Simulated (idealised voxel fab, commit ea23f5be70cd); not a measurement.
Proc. module: voxel transistor to metal
In the cross-section labelled cut, the width is 285 nm and each square cell is 5 nm.
This document writes a cross-section as a grid whose cells are square, and gives it as bands, listed from the top down; one or more rows of cells form a band.
Heads up on the band format: heights come first, top then bottom, in nm. After that it's the materials left to right, each with its width in nm. A single material flagged "full width" fills the whole band edge to edge, and "air" means there's empty space there.
We count height from 0. Below that, the starting wafer is all one material. The lowest band never ends at the bottom but goes on down; see "0..down" for how that is written.
A two-number width, for instance "30 to 40", indicates that the width is equal to the first number in the top row of the band and to the second number in the bottom row, and that it changes by a constant amount per row of cells.
For the purposes of this document, the phrase "remains unaltered" attached to a step denotes that no cell within the cross-section was modified by that step.
Empty spaces counting at least 8 cells and having no open way to the top are listed in "Closed-off voids". The notation width x height at distance is used for each, the distance being from the left edge and all three values in nm.
The remark found on a step's line after its settings is issued by the simulator itself and pertains to that step.
"overlay nm" denotes, for a step that has a mask, the displacement of the mask to the right of its planned place, with negative values corresponding to the left.

SO HERE'S THE LINEUP OF PROCESS STEPS WE PLANNED
step 1: RECEIVE,material Si
step 2: CONFORMAL_DEP,material SiO2,thk nm 5
step 3: CONFORMAL_DEP,material SiN,thk nm 15
step 4: PATTERN,tone cover,mask id ACTIVE,material resist,width nm 110,pitch nm 140,thk nm 15,overlay nm 0
step 5: DIRECTIONAL_ETCH,etch materials SiN,depth nm 15
step 6: DIRECTIONAL_ETCH,etch materials SiO2,depth nm 5
step 7: DIRECTIONAL_ETCH,etch materials Si,depth nm 25
step 8: STRIP,etch materials resist
step 9: FILL_DEP,material SiO2,thk nm 15
step 10: CMP,height nm 20
step 11: SELECTIVE_ETCH,etch materials SiO2,depth nm 10
step 12: STRIP,etch materials SiN
step 13: SELECTIVE_ETCH,etch materials SiO2,depth nm 5
step 14: OXIDIZE,depth nm 5
step 15: DIRECTIONAL_DEP,material polySi,thk nm 20
step 16: DIRECTIONAL_DEP,material SiCN,thk nm 15
step 17: MASKED_ETCH,tone cover,mask id GATE,width nm 20,pitch nm 140,etch materials SiCN,depth nm 25,overlay nm 0
step 18: MASKED_ETCH,tone cover,mask id GATE,width nm 20,pitch nm 140,etch materials polySi,depth nm 30,overlay nm 0
step 19: CONFORMAL_DEP,material SiN,thk nm 10
step 20: DIRECTIONAL_ETCH,etch materials SiN,depth nm 10
step 21: DIRECTIONAL_ETCH,etch materials SiO2,depth nm 5
step 22: DIRECTIONAL_ETCH,etch materials Si,depth nm 5
step 23: EPI,material nSi,thk nm 10
step 24: FILL_DEP,material SiO2,thk nm 5
step 25: CMP,height nm 35
step 26: DIRECTIONAL_DEP,material SiO2,thk nm 15
step 27: DIRECTIONAL_DEP,material aC,thk nm 15
step 28: PATTERN,tone open,mask id CONTACT,material resist,width nm 20,pitch nm 70,thk nm 30,overlay nm 0
step 29: DIRECTIONAL_ETCH,etch materials aC,depth nm 15
step 30: STRIP,etch materials resist
step 31: DIRECTIONAL_ETCH,etch materials SiO2,depth nm 50
step 32: STRIP,etch materials aC
step 33: CONFORMAL_DEP,material TiN,thk nm 5
step 34: FILL_DEP,material Ru,thk nm 5
step 35: CMP,height nm 50
step 36: DIRECTIONAL_DEP,material TiN,thk nm 5
step 37: DIRECTIONAL_DEP,material W,thk nm 25
step 38: PATTERN,tone cover,mask id METAL_1,material resist,width nm 20,pitch nm 70,thk nm 20,overlay nm 0
step 39: DIRECTIONAL_ETCH,etch materials W,depth nm 25
step 40: DIRECTIONAL_ETCH,etch materials TiN,depth nm 5
step 41: STRIP,etch materials resist
step 42: CONFORMAL_DEP,material SiN,thk nm 5
step 43: FILL_DEP,material lowk,thk nm 5
step 44: CMP,height nm 80
step 45: CONFORMAL_DEP,material SiCN,thk nm 5

CROSS-SECTION OF THE WAFER AS IT CAME TO US, I.E., ALREADY THROUGH STEP 1
  0..down: Si full width
  Closed-off voids: none

END-OF-MODULE CROSS-SECTION. STARTING STRUCTURE AND PROCESS PLAN AS ABOVE; ONE MISTAKE MADE IN RUNNING IT
  85..80: SiCN full width
  80..75: 25 of SiN, 20 of TiN, 50 of SiN, 20 of TiN, 50 of SiN, 20 of TiN, 50 of SiN, 20 of TiN, 30 of SiN
  75..50: W full width
  50..35: 25 of SiO2, 5 of TiN, 10 of Ru, 5 of TiN, 50 of SiO2, 5 of TiN, 10 of Ru, 5 of TiN, 50 of SiO2, 5 of TiN, 10 of Ru, 5 of TiN, 50 of SiO2, 5 of TiN, 10 of Ru, 5 of TiN, 30 of SiO2
  35..20: 25 of SiO2, 5 of TiN, 10 of Ru, 5 of TiN, 5 of SiO2, 10 of SiN, 20 of SiCN, 10 of SiN, 5 of SiO2, 5 of TiN, 10 of Ru, 5 of TiN, 50 of SiO2, 5 of TiN, 10 of Ru, 5 of TiN, 5 of SiO2, 10 of SiN, 20 of SiCN, 10 of SiN, 5 of SiO2, 5 of TiN, 10 of Ru, 5 of TiN, 30 of SiO2
  20..10: 25 of SiO2, 5 of TiN, 10 of Ru, 5 of TiN, 5 of SiO2, 10 of SiN, 20 of polySi, 10 of SiN, 5 of SiO2, 5 of TiN, 10 of Ru, 5 of TiN, 50 of SiO2, 5 of TiN, 10 of Ru, 5 of TiN, 5 of SiO2, 10 of SiN, 20 of polySi, 10 of SiN, 5 of SiO2, 5 of TiN, 10 of Ru, 5 of TiN, 30 of SiO2
  10..5: 25 of SiO2, 20 of TiN, 5 of SiO2, 10 of SiN, 20 of polySi, 10 of SiN, 5 of SiO2, 20 of TiN, 50 of SiO2, 20 of TiN, 5 of SiO2, 10 of SiN, 20 of polySi, 10 of SiN, 5 of SiO2, 20 of TiN, 30 of SiO2
  5..0: 10 of SiO2, 10 of SiN, 10 of nSi, 10 of TiN, 10 of nSi, 10 of SiN, 20 of polySi, 10 of SiN, 10 of nSi, 10 of TiN, 10 of nSi, 10 of SiN, 20 of SiO2, 10 of SiN, 10 of nSi, 10 of TiN, 10 of nSi, 10 of SiN, 20 of polySi, 10 of SiN, 10 of nSi, 10 of TiN, 10 of nSi, 10 of SiN, 15 of SiO2
  0..-5: 20 of SiO2, 30 of nSi, 40 of SiO2, 30 of nSi, 40 of SiO2, 30 of nSi, 40 of SiO2, 30 of nSi, 25 of SiO2
  -5..-10: 15 of SiO2, 5 of Si, 30 of nSi, 40 of Si, 30 of nSi, 5 of Si, 30 of SiO2, 5 of Si, 30 of nSi, 40 of Si, 30 of nSi, 5 of Si, 20 of SiO2
  -10..-25: 15 of SiO2, 110 of Si, 30 of SiO2, 110 of Si, 20 of SiO2
  -25..down: Si full width
  Closed-off voids: none
Misprocessing identified: sequence error: steps 36 and 37 interchanged
